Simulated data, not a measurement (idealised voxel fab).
Process module heading - voxel capacitor over wiring
We display cut, a cross-section 250 nm in width whose square cells are each 5 nm.
Notation: cross-section as square-cell grid; stated in bands, top first, going down; one or more cell rows per band.
Read a band's entry like this: the first values are the height of its top and the height of its bottom in nm, and what follows is the sequence of materials from left to right, each with its width in nm. Note that "blank" is empty space, and that a single material marked "throughout" reaches across the band from edge to edge.
We count height from 0. Below that, the starting wafer is all one material. The lowest band never ends at the bottom but goes on down; see "0 and below" for how that is written.
The two numbers in a width such as "30->40" mark its ends across the band: the first belongs to the top row of cells, the second to the bottom row, and from each row to the next the width moves by the same amount.
Reading "no change" for a step: not a cell of the cross-section changed in it.
"Voids lacking openings" contains a list of empty spaces, each no smaller than 8 cells and without an open way to the top, written in the form width x height at distance with the distance from the left edge and all three in nm.
Past the settings on a step's line: simulator remark, on that step.
overlay nm, on a step with a mask: how far to the right of its planned place the mask lay; to the left if negative

**The planned process steps are enumerated hereunder**
step 1: RECEIVE: material Si
step 2: CONFORMAL_DEP: material SiO2, thk nm 15
step 3: CONFORMAL_DEP: material SiN, thk nm 5
step 4: DIRECTIONAL_DEP: material SiO2, thk nm 15
step 5: PATTERN: tone open, mask id METAL_1, material resist, width nm 25, pitch nm 95, thk nm 15, overlay nm 0
step 6: DIRECTIONAL_ETCH: etch materials SiO2, depth nm 15
step 7: DIRECTIONAL_ETCH: etch materials SiN, depth nm 5
step 8: STRIP: etch materials resist
step 9: CONFORMAL_DEP: material TiN, thk nm 5
step 10: FILL_DEP: material W, thk nm 10
step 11: CMP: height nm 35
step 12: EPI: material Ru, thk nm 5
step 13: FILL_DEP: material SiCN, thk nm 5
step 14: DIRECTIONAL_DEP: material SiO2, thk nm 20
step 15: MASKED_ETCH: tone open, mask id PLUG_1, width nm 15, etch materials SiO2, depth nm 20, overlay nm 0
step 16: MASKED_ETCH: tone open, mask id PLUG_1, width nm 15, etch materials SiCN, depth nm 5, overlay nm -15
step 17: CONFORMAL_DEP: material TiN, thk nm 5
step 18: FILL_DEP: material Cu, thk nm 5
step 19: CMP: height nm 65
step 20: DIRECTIONAL_DEP: material TiN, thk nm 10
step 21: DIRECTIONAL_DEP: material HfO2, thk nm 5
step 22: DIRECTIONAL_DEP: material TiN, thk nm 10
step 23: DIRECTIONAL_DEP: material aC, thk nm 10
step 24: PATTERN: tone cover, mask id UPPER_PLATE, material resist, width nm 75, thk nm 25, overlay nm 0
step 25: DIRECTIONAL_ETCH: etch materials aC, depth nm 10
step 26: STRIP: etch materials resist
step 27: DIRECTIONAL_ETCH: etch materials TiN, depth nm 10
step 28: DIRECTIONAL_ETCH: etch materials HfO2, depth nm 5
step 29: STRIP: etch materials aC
step 30: DIRECTIONAL_DEP: material aC, thk nm 10
step 31: PATTERN: tone cover, mask id LOWER_PLATE, material resist, width nm 85, thk nm 30, overlay nm 0
step 32: DIRECTIONAL_ETCH: etch materials aC, depth nm 10
step 33: STRIP: etch materials resist
step 34: DIRECTIONAL_ETCH: etch materials TiN, depth nm 10
step 35: STRIP: etch materials aC
step 36: FILL_DEP: material SiO2, thk nm 15
step 37: CMP: height nm 100
step 38: DIRECTIONAL_DEP: material aC, thk nm 10
step 39: PATTERN: tone open, mask id PLUG_2, material resist, width nm 15, thk nm 30, overlay nm 0
step 40: DIRECTIONAL_ETCH: etch materials aC, depth nm 10
step 41: STRIP: etch materials resist
step 42: DIRECTIONAL_ETCH: etch materials SiO2, depth nm 10
step 43: STRIP: etch materials aC
step 44: CONFORMAL_DEP: material TiN, thk nm 5
step 45: FILL_DEP: material Ru, thk nm 5
step 46: CMP: height nm 100
step 47: CONFORMAL_DEP: material SiN, thk nm 5
Wafer-to-wafer difference: overlay nm, step 16. Common start. Plan = first wafer's value.

**first wafer as received, after step 1**
> 0 and below = Si throughout
> Voids lacking openings: none

**Note: the following table is arranged by wafer, a row apiece. Each row reports the end-of-module state: per material, cells gained (+) or cells lost (-) compared with the wafer as received; closed voids follow**
overlay nm -15; +3 Cu; +15 HfO2; +15 Ru; +86 SiCN; +90 SiN; +723 SiO2; +100 TiN; +18 W; Voids lacking openings: none
overlay nm -10; +3 Cu; +15 HfO2; +15 Ru; +85 SiCN; +90 SiN; +723 SiO2; +101 TiN; +18 W; Voids lacking openings: none
overlay nm -5; +3 Cu; +15 HfO2; +15 Ru; +84 SiCN; +90 SiN; +723 SiO2; +102 TiN; +18 W; Voids lacking openings: none
overlay nm 0; +4 Cu; +15 HfO2; +15 Ru; +83 SiCN; +90 SiN; +723 SiO2; +102 TiN; +18 W; Voids lacking openings: none
overlay nm 5; +3 Cu; +15 HfO2; +15 Ru; +84 SiCN; +90 SiN; +723 SiO2; +102 TiN; +18 W; Voids lacking openings: none
overlay nm 10; +3 Cu; +15 HfO2; +15 Ru; +85 SiCN; +90 SiN; +723 SiO2; +101 TiN; +18 W; Voids lacking openings: none
overlay nm 15; +3 Cu; +15 HfO2; +15 Ru; +86 SiCN; +90 SiN; +723 SiO2; +100 TiN; +18 W; Voids lacking openings: none
